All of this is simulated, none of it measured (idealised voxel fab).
Process module heading - voxel capacitor over wiring
The cross-section shown here is cut; it is 235 nm wide and divided into square cells measuring 5 nm on a side.
When this document writes out a cross-section, it uses a grid of square cells and lists it as bands, beginning at the top and moving down, with a band standing for one or more rows of cells. Band entry format. Leading values: height of top, height of bottom, nm. Remainder: materials in left-to-right order, each with its width in nm. Special words: "full width" on a single material, which then fills the band edge to edge; "empty", empty space. Convention: height 0 is the level below which the wafer, as received, is all one material. The lowest band does not terminate at the bottom but continues downward, represented as "top 0, no bottom". Width "30->40": first value at the band's top row of cells, second value at its bottom row, equal change from row to row. No cell of the cross-section changed in a step that is given as "no modification". Reported under the label "Sealed internal voids" are the empty spaces having no open way to the top and comprising 8 cells or more; the notation for each is width x height at distance, in which the distance is measured from the left edge and all three values are in nm. Read whatever lies past the settings on a step's line as the simulator's own remark about the step. Regarding "overlay nm": on a step with a mask, it is the distance the mask lay to the right of its planned place; a negative value places it to the left.

# These are the steps we planned for the process
step 1: RECEIVE, material Si
step 2: CONFORMAL_DEP, material SiO2, thk nm 15
step 3: CONFORMAL_DEP, material SiCN, thk nm 5
step 4: DIRECTIONAL_DEP, material SiO2, thk nm 15
step 5: DIRECTIONAL_DEP, material aC, thk nm 10
step 6: PATTERN, tone open, mask id METAL_1, material resist, width nm 30, pitch nm 95, thk nm 25, overlay nm 0
step 7: DIRECTIONAL_ETCH, etch materials aC, depth nm 10
step 8: STRIP, etch materials resist
step 9: DIRECTIONAL_ETCH, etch materials SiO2, depth nm 15
step 10: DIRECTIONAL_ETCH, etch materials SiCN, depth nm 5
step 11: STRIP, etch materials aC
step 12: CONFORMAL_DEP, material TiN, thk nm 5
step 13: FILL_DEP, material Cu, thk nm 5
step 14: CMP, height nm 35
step 15: CONFORMAL_DEP, material SiCN, thk nm 5
step 16: DIRECTIONAL_DEP, material SiO2, thk nm 15
step 17: MASKED_ETCH, tone open, mask id PLUG_1, width nm 15, etch materials SiO2, depth nm 15, overlay nm 0
step 18: MASKED_ETCH, tone open, mask id PLUG_1, width nm 15, etch materials SiCN, depth nm 5, overlay nm 0
step 19: CONFORMAL_DEP, material TiN, thk nm 5
step 20: FILL_DEP, material Cu, thk nm 10
step 21: CMP, height nm 55
step 22: DIRECTIONAL_DEP, material TiN, thk nm 10
step 23: DIRECTIONAL_DEP, material SiN, thk nm 5
step 24: DIRECTIONAL_DEP, material TiN, thk nm 5
step 25: PATTERN, tone cover, mask id UPPER_PLATE, material resist, width nm 70, thk nm 20, overlay nm 0
step 26: DIRECTIONAL_ETCH, etch materials TiN, depth nm 5
step 27: DIRECTIONAL_ETCH, etch materials SiN, depth nm 5
step 28: STRIP, etch materials resist
step 29: PATTERN, tone cover, mask id LOWER_PLATE, material resist, width nm 80, thk nm 20, overlay nm 0
step 30: DIRECTIONAL_ETCH, etch materials TiN, depth nm 10
step 31: STRIP, etch materials resist
step 32: FILL_DEP, material SiO2, thk nm 20
step 33: CMP, height nm 90
step 34: DIRECTIONAL_DEP, material aC, thk nm 10
step 35: PATTERN, tone open, mask id PLUG_2, material resist, width nm 15, thk nm 30, overlay nm -15
step 36: DIRECTIONAL_ETCH, etch materials aC, depth nm 10
step 37: STRIP, etch materials resist
step 38: DIRECTIONAL_ETCH, etch materials SiO2, depth nm 15
step 39: STRIP, etch materials aC
step 40: CONFORMAL_DEP, material TiN, thk nm 5
step 41: FILL_DEP, material Ru, thk nm 10
step 42: CMP, height nm 90
step 43: CONFORMAL_DEP, material SiCN, thk nm 5
Where the wafers of this document differ is in the overlay nm of step 35; they start out the same, and the plan states the value that applied to the first wafer.

# Cross-section of the first incoming wafer of several, state after step 1
top 0, no bottom: Si full width
Sealed internal voids: none

# Cross-section, first of several wafers, end of module, after last step 43
top 95, bottom 90: SiCN full width
top 90, bottom 80: SiO2 65; TiN 5; Ru 5; TiN 5; SiO2 155
top 80, bottom 70: SiO2 65->70; TiN 15->70; SiO2 155->95
top 70, bottom 65: SiO2 70; SiN 70; SiO2 95
top 65, bottom 55: SiO2 65; TiN 80; SiO2 90
top 55, bottom 40: SiO2 70; TiN 5; Cu 5; TiN 5; SiO2 150
top 40, bottom 35: SiCN 70; TiN 15; SiCN 150
top 35, bottom 20: SiO2 55; TiN 5; Cu 20; TiN 5; SiO2 65; TiN 5; Cu 20; TiN 5; SiO2 55
top 20, bottom 15: SiCN 55; TiN 30; SiCN 65; TiN 30; SiCN 55
top 15, bottom 0: SiO2 full width
top 0, no bottom: Si full width
Sealed internal voids: none

# Cross-section of the last wafer at end of module
top 95, bottom 90: SiCN full width
top 90, bottom 80: SiO2 95; TiN 5; Ru 5; TiN 5; SiO2 125
top 80, bottom 70: SiO2 95->70; TiN 15->70; SiO2 125->95
top 70, bottom 65: SiO2 70; SiN 70; SiO2 95
top 65, bottom 55: SiO2 65; TiN 80; SiO2 90
top 55, bottom 40: SiO2 70; TiN 5; Cu 5; TiN 5; SiO2 150
top 40, bottom 35: SiCN 70; TiN 15; SiCN 150
top 35, bottom 20: SiO2 55; TiN 5; Cu 20; TiN 5; SiO2 65; TiN 5; Cu 20; TiN 5; SiO2 55
top 20, bottom 15: SiCN 55; TiN 30; SiCN 65; TiN 30; SiCN 55
top 15, bottom 0: SiO2 full width
top 0, no bottom: Si full width
Sealed internal voids: none

# Tabulated below, wafer by wafer, are the end-of-module results: for each material, the number of cells gained (+) or lost (-) relative to the as-received state, followed by the closed voids
overlay nm -15; +27 Cu; +2 Ru; +126 SiCN; +14 SiN; +638 SiO2; +86 TiN; Sealed internal voids: none
overlay nm -10; +27 Cu; +2 Ru; +126 SiCN; +14 SiN; +638 SiO2; +86 TiN; Sealed internal voids: none
overlay nm -5; +27 Cu; +2 Ru; +126 SiCN; +14 SiN; +638 SiO2; +86 TiN; Sealed internal voids: none
overlay nm 0; +27 Cu; +2 Ru; +126 SiCN; +14 SiN; +638 SiO2; +86 TiN; Sealed internal voids: none
overlay nm 5; +27 Cu; +2 Ru; +126 SiCN; +14 SiN; +638 SiO2; +86 TiN; Sealed internal voids: none
overlay nm 10; +27 Cu; +2 Ru; +126 SiCN; +14 SiN; +638 SiO2; +86 TiN; Sealed internal voids: none
overlay nm 15; +27 Cu; +2 Ru; +126 SiCN; +14 SiN; +638 SiO2; +86 TiN; Sealed internal voids: none
